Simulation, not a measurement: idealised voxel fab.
The process module presented herein is designated voxel trench capacitor.
Xsec cut, 210 nm wide, square cell size 5 nm.
A cross-section is written here as square cells arranged in a grid, and it is given in bands from the top down, each band taking up one or more rows of cells.
A band entry consists of two parts. The first gives the height of the band's top and the height of its bottom, in nm. The rest lists the band's materials from left to right, each with its width in nm. A single material labelled with the word "all across" fills the band from edge to edge, and the word "blank" marks empty space.
Beneath 0, the wafer as received is one material, and that level is where height counting begins. The lowest band goes on downward without a bottom; it is written like "0 down".
Width "30->40": first value at the band's top row of cells, second value at its bottom row, equal change from row to row.
Where a step carries "nothing changed", the cross-section came out of it unchanged, cell for cell.
In "Closed void entries" the enclosed voids are listed, meaning empty spaces of 8 cells or larger without any opening to the top. The form is width x height at distance, distance from the left edge, units nm.
Text after the settings on a step's line: the simulator's own remark on that step.
What "overlay nm" on a step's line means: if the step has a mask, that mask lay this far to the right of its planned place, or, when the value is negative, to the left.

### Process steps (planned)
1,RECEIVE with material Si
2,CONFORMAL_DEP with material SiN, thk nm 10
3,DIRECTIONAL_DEP with material aC, thk nm 10
4,PATTERN with tone open, mask id TRENCH, material resist, width nm 25, pitch nm 50, thk nm 25, overlay nm 0
5,DIRECTIONAL_ETCH with etch materials aC, depth nm 10
6,STRIP with etch materials resist
7,DIRECTIONAL_ETCH with etch materials SiN, depth nm 10
8,DIRECTIONAL_ETCH with etch materials Si, depth nm 30
9,STRIP with etch materials aC
10,CONFORMAL_DEP with material SiO2, thk nm 5
11,FILL_DEP with material polySi, thk nm 5
12,CMP with height nm 10

### Run as planned: first of two wafers

### Wafer at receipt (post step 1), cross-section
- 0 down  Si all across
- Closed void entries: none

### Step 2 complete: cross-section through the wafer
- 10 to 0  SiN all across
- Below 0 it's all the same as before, nothing changed down there.

### Step 3 complete: cross-section through the wafer
- 20 to 10  aC all across
- Below 10 it's all the same as before, nothing changed down there.

### Step 4 complete: cross-section through the wafer
- 45 to 20  resist: 15, then blank: 25, then resist: 25, then blank: 25, then resist: 25, then blank: 25, then resist: 25, then blank: 25, then resist: 20
- Below 20 it's all the same as before, nothing changed down there.

### Step 5 complete: cross-section through the wafer
- 35 to 20  resist: 15, then blank: 25, then resist: 25, then blank: 25, then resist: 25, then blank: 25, then resist: 25, then blank: 25, then resist: 20
- 20 to 10  aC: 15, then blank: 25, then aC: 25, then blank: 25, then aC: 25, then blank: 25, then aC: 25, then blank: 25, then aC: 20
- Below 10 it's all the same as before, nothing changed down there.

### Step 6 complete: cross-section through the wafer
- 20 to 10  aC: 15, then blank: 25, then aC: 25, then blank: 25, then aC: 25, then blank: 25, then aC: 25, then blank: 25, then aC: 20
- Below 10 it's all the same as before, nothing changed down there.

### Step 7 complete: cross-section through the wafer
- 20 to 10  aC: 15, then blank: 25, then aC: 25, then blank: 25, then aC: 25, then blank: 25, then aC: 25, then blank: 25, then aC: 20
- 10 to 0  SiN: 15, then blank: 25, then SiN: 25, then blank: 25, then SiN: 25, then blank: 25, then SiN: 25, then blank: 25, then SiN: 20
- Below 0 it's all the same as before, nothing changed down there.

### Step 8 complete: cross-section through the wafer
- 20 to 10  aC: 15, then blank: 25, then aC: 25, then blank: 25, then aC: 25, then blank: 25, then aC: 25, then blank: 25, then aC: 20
- 10 to 0  SiN: 15, then blank: 25, then SiN: 25, then blank: 25, then SiN: 25, then blank: 25, then SiN: 25, then blank: 25, then SiN: 20
- 0 to -30  Si: 15, then blank: 25, then Si: 25, then blank: 25, then Si: 25, then blank: 25, then Si: 25, then blank: 25, then Si: 20
- Below -30 it's all the same as before, nothing changed down there.

### Step 9 complete: cross-section through the wafer
- 10 to 0  SiN: 15, then blank: 25, then SiN: 25, then blank: 25, then SiN: 25, then blank: 25, then SiN: 25, then blank: 25, then SiN: 20
- Below 0 it's all the same as before, nothing changed down there.

### Step 10 complete: cross-section through the wafer
- 15 to 10  SiO2: 20, then blank: 15, then SiO2: 35, then blank: 15, then SiO2: 35, then blank: 15, then SiO2: 35, then blank: 15, then SiO2: 25
- 10 to 0  SiN: 15, then SiO2: 5, then blank: 15, then SiO2: 5, then SiN: 25, then SiO2: 5, then blank: 15, then SiO2: 5, then SiN: 25, then SiO2: 5, then blank: 15, then SiO2: 5, then SiN: 25, then SiO2: 5, then blank: 15, then SiO2: 5, then SiN: 20
- 0 to -25  Si: 15, then SiO2: 5, then blank: 15, then SiO2: 5, then Si: 25, then SiO2: 5, then blank: 15, then SiO2: 5, then Si: 25, then SiO2: 5, then blank: 15, then SiO2: 5, then Si: 25, then SiO2: 5, then blank: 15, then SiO2: 5, then Si: 20
- -25 to -30  Si: 15, then SiO2: 25, then Si: 25, then SiO2: 25, then Si: 25, then SiO2: 25, then Si: 25, then SiO2: 25, then Si: 20
- Below -30 it's all the same as before, nothing changed down there.

### Step 11 complete: cross-section through the wafer
- 20 to 15  polySi all across
- 15 to 10  SiO2: 20, then polySi: 15, then SiO2: 35, then polySi: 15, then SiO2: 35, then polySi: 15, then SiO2: 35, then polySi: 15, then SiO2: 25
- 10 to 0  SiN: 15, then SiO2: 5, then polySi: 15, then SiO2: 5, then SiN: 25, then SiO2: 5, then polySi: 15, then SiO2: 5, then SiN: 25, then SiO2: 5, then polySi: 15, then SiO2: 5, then SiN: 25, then SiO2: 5, then polySi: 15, then SiO2: 5, then SiN: 20
- 0 to -25  Si: 15, then SiO2: 5, then polySi: 15, then SiO2: 5, then Si: 25, then SiO2: 5, then polySi: 15, then SiO2: 5, then Si: 25, then SiO2: 5, then polySi: 15, then SiO2: 5, then Si: 25, then SiO2: 5, then polySi: 15, then SiO2: 5, then Si: 20
- Below -25 it's all the same as before, nothing changed down there.

### Step 12 complete: cross-section through the wafer
- 10 to 0  SiN: 15, then SiO2: 5, then polySi: 15, then SiO2: 5, then SiN: 25, then SiO2: 5, then polySi: 15, then SiO2: 5, then SiN: 25, then SiO2: 5, then polySi: 15, then SiO2: 5, then SiN: 25, then SiO2: 5, then polySi: 15, then SiO2: 5, then SiN: 20
- Below 0 it's all the same as before, nothing changed down there.

### Okay, second wafer. Nothing different at the start, nothing different in the plan, just one mistake somewhere in the running. As far as step 9, counting that step, it's the first wafer all over again

### The second wafer in cross-section, at the planned close of step 10
- 15 to 10  aC: 20, then blank: 15, then aC: 35, then blank: 15, then aC: 35, then blank: 15, then aC: 35, then blank: 15, then aC: 25
- 10 to 0  SiN: 15, then aC: 5, then blank: 15, then aC: 5, then SiN: 25, then aC: 5, then blank: 15, then aC: 5, then SiN: 25, then aC: 5, then blank: 15, then aC: 5, then SiN: 25, then aC: 5, then blank: 15, then aC: 5, then SiN: 20
- 0 to -25  Si: 15, then aC: 5, then blank: 15, then aC: 5, then Si: 25, then aC: 5, then blank: 15, then aC: 5, then Si: 25, then aC: 5, then blank: 15, then aC: 5, then Si: 25, then aC: 5, then blank: 15, then aC: 5, then Si: 20
- -25 to -30  Si: 15, then aC: 25, then Si: 25, then aC: 25, then Si: 25, then aC: 25, then Si: 25, then aC: 25, then Si: 20
- Below -30 it's all the same as before, nothing changed down there.

### The second wafer in cross-section, at the planned close of step 11
- 20 to 15  polySi all across
- 15 to 10  aC: 20, then polySi: 15, then aC: 35, then polySi: 15, then aC: 35, then polySi: 15, then aC: 35, then polySi: 15, then aC: 25
- 10 to 0  SiN: 15, then aC: 5, then polySi: 15, then aC: 5, then SiN: 25, then aC: 5, then polySi: 15, then aC: 5, then SiN: 25, then aC: 5, then polySi: 15, then aC: 5, then SiN: 25, then aC: 5, then polySi: 15, then aC: 5, then SiN: 20
- 0 to -25  Si: 15, then aC: 5, then polySi: 15, then aC: 5, then Si: 25, then aC: 5, then polySi: 15, then aC: 5, then Si: 25, then aC: 5, then polySi: 15, then aC: 5, then Si: 25, then aC: 5, then polySi: 15, then aC: 5, then Si: 20
- Below -25 it's all the same as before, nothing changed down there.

### The second wafer in cross-section, at the planned close of step 12
- 10 to 0  SiN: 15, then aC: 5, then polySi: 15, then aC: 5, then SiN: 25, then aC: 5, then polySi: 15, then aC: 5, then SiN: 25, then aC: 5, then polySi: 15, then aC: 5, then SiN: 25, then aC: 5, then polySi: 15, then aC: 5, then SiN: 20
- Below 0 it's all the same as before, nothing changed down there.
Finding, execution versus plan: it should be noted that step 10 was executed with settings other than those planned, the operation and settings actually applied being CONFORMAL_DEP with material aC, thk nm 5
Materials where the second wafer ends with more or fewer cells than the first: SiO2 -76; aC +76
